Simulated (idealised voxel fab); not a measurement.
Process module, titled voxel ribs on slabs
The figure presents cross-section cut, which has a width of 190 nm and is divided into square cells with an edge length of 5 nm.
Cross-section spec: square-cell grid; bands listed top down; each band is one or more rows. Look at the band entry: it leads with the top's height and the bottom's height in nm. Then it lists the materials left to right, with a width in nm for each. The word "edge to edge" on a single material says that material fills the band edge to edge. The word "air" is empty space. Convention: height 0 is the level below which the wafer, as received, is all one material. The lowest band does not terminate at the bottom but continues downward, represented as "0 down". Read "30->40" as a graded width: first number on top, second number at the bottom, same change between each pair of neighbouring rows. When a step is marked "nothing changed", none of the cells in the cross-section changed during that step. For the entry "Enclosed void catalog", the listed items are empty spaces with no open way to the top whose size is 8 cells or more; each item follows the pattern width x height at distance, where distance is from the left edge and all three are in nm. Where a step's line continues beyond its settings, the continuation is a remark by the simulator itself on that step. overlay nm: mask offset rightward from planned place, masked step; negative means leftward offset.

**List of planned process steps**
1 RECEIVE, material Si
2 DIRECTIONAL_DEP, material SiO2, thk nm 20
3 DIRECTIONAL_DEP, material SiN, thk nm 25
4 DIRECTIONAL_DEP, material aC, thk nm 10
5 PATTERN, tone cover, mask id RIB, material resist, width nm 20, thk nm 30, overlay nm 0
6 DIRECTIONAL_ETCH, etch materials aC, depth nm 10
7 STRIP, etch materials resist
8 DIRECTIONAL_ETCH, etch materials SiN, depth nm 10
9 STRIP, etch materials aC
10 DIRECTIONAL_DEP, material aC, thk nm 15
11 PATTERN, tone cover, mask id SLAB, material resist, width nm 80, thk nm 35, overlay nm 0
12 DIRECTIONAL_ETCH, etch materials aC, depth nm 15
13 STRIP, etch materials resist
14 DIRECTIONAL_ETCH, etch materials SiN, depth nm 15
15 STRIP, etch materials aC
16 FILL_DEP, material SiO2, thk nm 20
17 CMP, height nm 55
18 DIRECTIONAL_DEP, material W, thk nm 5
19 MASKED_ETCH, tone cover, mask id HEATER, width nm 30, etch materials W, depth nm 5, overlay nm 0
20 CONFORMAL_DEP, material SiN, thk nm 5

**As-received state of the wafer in cross-section, equivalent to post-step 1**
0 down = Si edge to edge
Enclosed void catalog: none

**The first of the two wafers as seen in cross-section once the module was finished; processing followed the plan**
65 to 60 = 75 of air, then 40 of SiN, then 75 of air
60 to 55 = 80 of SiN, then 30 of W, then 80 of SiN
55 to 45 = SiO2 edge to edge
45 to 35 = 85 of SiO2, then 20 of SiN, then 85 of SiO2
35 to 20 = 55 of SiO2, then 80 of SiN, then 55 of SiO2
20 to 0 = SiO2 edge to edge
0 down = Si edge to edge
Enclosed void catalog: none

**Presented here is a cross-section of the second of the two wafers as it stood at the end of the module. It was started in the same manner and assigned the same plan as the first wafer; however, one mistake was made in its execution**
65 to 60 = 70 of air, then 40 of SiN, then 80 of air
60 to 55 = 75 of SiN, then 30 of W, then 85 of SiN
55 to 45 = SiO2 edge to edge
45 to 35 = 85 of SiO2, then 20 of SiN, then 85 of SiO2
35 to 20 = 55 of SiO2, then 80 of SiN, then 55 of SiO2
20 to 0 = SiO2 edge to edge
0 down = Si edge to edge
Enclosed void catalog: none
What was done differently from what was planned? step 19 off recipe, ran as MASKED_ETCH, tone cover, mask id HEATER, width nm 30, etch materials W, depth nm 5, overlay nm -5
When the process is done, the second wafer contains the same cell count of every material as the first wafer, but distributed over other locations.
